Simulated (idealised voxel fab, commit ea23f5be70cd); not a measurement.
Proc. module: voxel wiring stack
290 nm wide, 5 nm square cells: that's cross-section cut.
Format of a cross-section: grid, square cells. Given as bands. Order: top down. Band: one or more rows of cells.
Within each band entry, the heights of the top and of the bottom of the band appear first, in that order and in nm; the materials of the band then follow from left to right, each with its corresponding width in nm. The designation "edge to edge" on a single material indicates that it fills the band from edge to edge; the designation "blank" indicates empty space.
Where do heights start? At 0: under that level the wafer as delivered is made of one material only. And the lowest band has no floor; it just carries on downward, as in "0 down".
Think of "30->40" as a width that walks from the first number to the second as you go down the band, top row to bottom row, taking equal-sized steps from row to row.
The designation "stayed the same", where it is given for a processing step, indicates that no cell of the cross-section was altered in the course of that step.
Enclosed voids (no open way to top), threshold 8 cells or more, entry "Enclosed void entries", notation width x height at distance, distance from left edge, nm.
If you see something after the settings on a step's line, that's the simulator's own remark about that step.
For masked steps, "overlay nm" on the step line gives how far right of plan the mask actually lay; a minus sign means it lay to the left.
Listed below are the process steps as planned:
1,RECEIVE, material Si
2,CONFORMAL_DEP, material SiO2, thk nm 15
3,CONFORMAL_DEP, material SiCN, thk nm 5
4,DIRECTIONAL_DEP, material SiO2, thk nm 20
5,PATTERN, tone open, mask id METAL_1, material resist, width nm 30, pitch nm 50, thk nm 15, overlay nm 0
6,DIRECTIONAL_ETCH, etch materials SiO2, depth nm 20
7,DIRECTIONAL_ETCH, etch materials SiCN, depth nm 5
8,STRIP, etch materials resist
9,CONFORMAL_DEP, material TiN, thk nm 5
10,FILL_DEP, material Cu, thk nm 5
11,CMP, height nm 40
12,EPI, material Ru, thk nm 5
13,FILL_DEP, material SiCN, thk nm 5
14,DIRECTIONAL_DEP, material lowk, thk nm 20
15,DIRECTIONAL_DEP, material aC, thk nm 15
16,PATTERN, tone open, mask id PLUG_1, material resist, width nm 15, pitch nm 50, thk nm 35, overlay nm 0
17,DIRECTIONAL_ETCH, etch materials aC, depth nm 15
18,STRIP, etch materials resist
19,DIRECTIONAL_ETCH, etch materials lowk, depth nm 20
20,DIRECTIONAL_ETCH, etch materials SiCN, depth nm 5
21,STRIP, etch materials aC
22,CONFORMAL_DEP, material TiN, thk nm 5
23,FILL_DEP, material Ru, thk nm 5
24,CMP, height nm 70
25,CONFORMAL_DEP, material SiN, thk nm 5
26,DIRECTIONAL_DEP, material lowk, thk nm 15
27,MASKED_ETCH, tone open, mask id METAL_2, width nm 30, pitch nm 50, etch materials lowk, depth nm 15, overlay nm 0
28,MASKED_ETCH, tone open, mask id METAL_2, width nm 30, pitch nm 50, etch materials SiN, depth nm 5, overlay nm 0
29,CONFORMAL_DEP, material TiN, thk nm 5
30,FILL_DEP, material Cu, thk nm 10
31,CMP, height nm 90
32,CONFORMAL_DEP, material SiCN, thk nm 5
The cross-section here shows the wafer as received, i.e. in its state after step 1:
- 0 down: Si edge to edge
- Enclosed void entries: none
The cross-section shown corresponds to the wafer at the conclusion of the module. The initial structure and the process plan are those presented above; however, one mistake occurred in executing the plan:
- 110 to 105: SiCN edge to edge
- 105 to 95: Cu edge to edge
- 95 to 90: 60 nm TiN, then 20 nm Cu, then 30 nm TiN, then 20 nm Cu, then 30 nm TiN, then 20 nm Cu, then 30 nm TiN, then 20 nm Cu, then 60 nm TiN
- 90 to 75: 55 nm lowk, then 5 nm TiN, then 20 nm Cu, then 5 nm TiN, then 20 nm lowk, then 5 nm TiN, then 20 nm Cu, then 5 nm TiN, then 20 nm lowk, then 5 nm TiN, then 20 nm Cu, then 5 nm TiN, then 20 nm lowk, then 5 nm TiN, then 20 nm Cu, then 5 nm TiN, then 55 nm lowk
- 75 to 70: 55 nm SiN, then 30 nm TiN, then 20 nm SiN, then 30 nm TiN, then 20 nm SiN, then 30 nm TiN, then 20 nm SiN, then 30 nm TiN, then 55 nm SiN
- 70 to 50: 55 nm lowk, then 5 nm TiN, then 5 nm Ru, then 5 nm TiN, then 35 nm lowk, then 5 nm TiN, then 5 nm Ru, then 5 nm TiN, then 35 nm lowk, then 5 nm TiN, then 5 nm Ru, then 5 nm TiN, then 35 nm lowk, then 5 nm TiN, then 5 nm Ru, then 5 nm TiN, then 70 nm lowk
- 50 to 45: 55 nm SiCN, then 15 nm TiN, then 35 nm SiCN, then 15 nm TiN, then 35 nm SiCN, then 15 nm TiN, then 35 nm SiCN, then 15 nm TiN, then 70 nm SiCN
- 45 to 40: 50 nm SiCN, then 40 nm Ru, then 10 nm SiCN, then 40 nm Ru, then 10 nm SiCN, then 40 nm Ru, then 10 nm SiCN, then 40 nm Ru, then 50 nm SiCN
- 40 to 20: 55 nm SiO2, then 5 nm TiN, then 20 nm Cu, then 5 nm TiN, then 20 nm SiO2, then 5 nm TiN, then 20 nm Cu, then 5 nm TiN, then 20 nm SiO2, then 5 nm TiN, then 20 nm Cu, then 5 nm TiN, then 20 nm SiO2, then 5 nm TiN, then 20 nm Cu, then 5 nm TiN, then 55 nm SiO2
- 20 to 15: 55 nm SiCN, then 30 nm TiN, then 20 nm SiCN, then 30 nm TiN, then 20 nm SiCN, then 30 nm TiN, then 20 nm SiCN, then 30 nm TiN, then 55 nm SiCN
- 15 to 0: SiO2 edge to edge
- 0 down: Si edge to edge
- Enclosed void entries: none
What was the processing mistake? step 31 of the plan was jumped over and never run
